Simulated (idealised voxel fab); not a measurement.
process module | voxel capacitor over wiring
cross-section cut | 280 nm wide | cells 5 nm
A cross-section is a grid of square cells, given in bands from the top down. A band is one or more rows of cells.
Each band's line starts with the height of the band's top and of its bottom, in nm. Then come its materials from left to right, each with its width in nm. One material with "throughout" fills the band from edge to edge. "air" is empty space.
Height 0 is the level under which the wafer as received is all one material. The lowest band goes on downwards, as in "0 down".
A width such as "30 to 40" changes by the same amount from each row of cells to the next, from the band's top row to its bottom row.
"no change" after a step means that no cell of the cross-section changed.
closed voids: empty space of 8 cells or more with no open way to the top, each as width x height at its distance from the left edge, in nm
after a step's settings: what the simulator itself notes on the step
overlay nm, on a step with a mask: how far to the right of its planned place the mask lay; to the left if negative
plan
1 op RECEIVE | material Si
2 op CONFORMAL_DEP | material SiO2 | thk nm 10
3 op DIRECTIONAL_DEP | material TiN | thk nm 5
4 op DIRECTIONAL_DEP | material Ru | thk nm 15
5 op PATTERN | tone cover | mask id METAL_1 | material resist | width nm 25 | pitch nm 80 | thk nm 20 | overlay nm 0
6 op DIRECTIONAL_ETCH | etch materials Ru | depth nm 15
7 op DIRECTIONAL_ETCH | etch materials TiN | depth nm 5
8 op STRIP | etch materials resist
9 op CONFORMAL_DEP | material SiN | thk nm 5
10 op FILL_DEP | material SiO2 | thk nm 10
11 op CMP | height nm 30
12 op CONFORMAL_DEP | material SiCN | thk nm 5
13 op DIRECTIONAL_DEP | material lowk | thk nm 10
14 op DIRECTIONAL_DEP | material aC | thk nm 15
15 op PATTERN | tone open | mask id PLUG_1 | material resist | width nm 15 | thk nm 35 | overlay nm 0
16 op DIRECTIONAL_ETCH | etch materials aC | depth nm 15
17 op STRIP | etch materials resist
18 op DIRECTIONAL_ETCH | etch materials lowk | depth nm 10
19 op DIRECTIONAL_ETCH | etch materials SiCN | depth nm 5
20 op STRIP | etch materials aC
21 op CONFORMAL_DEP | material TiN | thk nm 5
22 op FILL_DEP | material W | thk nm 10
23 op CMP | height nm 45
24 op DIRECTIONAL_DEP | material TiN | thk nm 10
25 op DIRECTIONAL_DEP | material Al2O3 | thk nm 5
26 op DIRECTIONAL_DEP | material TiN | thk nm 10
27 op PATTERN | tone cover | mask id UPPER_PLATE | material resist | width nm 60 | thk nm 15 | overlay nm 0
28 op DIRECTIONAL_ETCH | etch materials TiN | depth nm 10
29 op DIRECTIONAL_ETCH | etch materials Al2O3 | depth nm 5
30 op STRIP | etch materials resist
31 op MASKED_ETCH | tone cover | mask id LOWER_PLATE | width nm 70 | etch materials TiN | depth nm 10 | overlay nm 0
32 op FILL_DEP | material SiO2 | thk nm 20
33 op CMP | height nm 85
34 op PATTERN | tone open | mask id PLUG_2 | material resist | width nm 15 | thk nm 15 | overlay nm 0
35 op DIRECTIONAL_ETCH | etch materials SiO2 | depth nm 15
36 op STRIP | etch materials resist
37 op CONFORMAL_DEP | material TiN | thk nm 5
38 op FILL_DEP | material Ru | thk nm 10
39 op CMP | height nm 85
40 op CONFORMAL_DEP | material SiCN | thk nm 5
as received, after step 1
  0 down: Si throughout
  closed voids: none
a wafer at the end: this start, this plan, one mistake
  90 to 85: SiCN throughout
  85 to 75: SiO2 105 | TiN 5 | Ru 5 | TiN 5 | SiO2 160
  75 to 70: SiO2 105 | TiN 15 | SiO2 160
  70 to 60: SiO2 90 | TiN 5 | SiO2 60 | TiN 5 | SiO2 120
  60 to 55: Al2O3 95 | SiO2 60 | Al2O3 125
  55 to 45: TiN throughout
  45 to 35: lowk 95 | TiN 5 | W 5 | TiN 5 | lowk 170
  35 to 30: SiCN 95 | TiN 15 | SiCN 170
  30 to 15: SiO2 80 | SiN 5 | Ru 25 | SiN 5 | SiO2 45 | SiN 5 | Ru 25 | SiN 5 | SiO2 85
  15 to 10: SiN 85 | TiN 25 | SiN 55 | TiN 25 | SiN 90
  10 to 0: SiO2 throughout
  0 down: Si throughout
  closed voids: none
what went wrong: step 27 ran as: op PATTERN | tone open | mask id UPPER_PLATE | material resist | width nm 60 | thk nm 15 | overlay nm 0
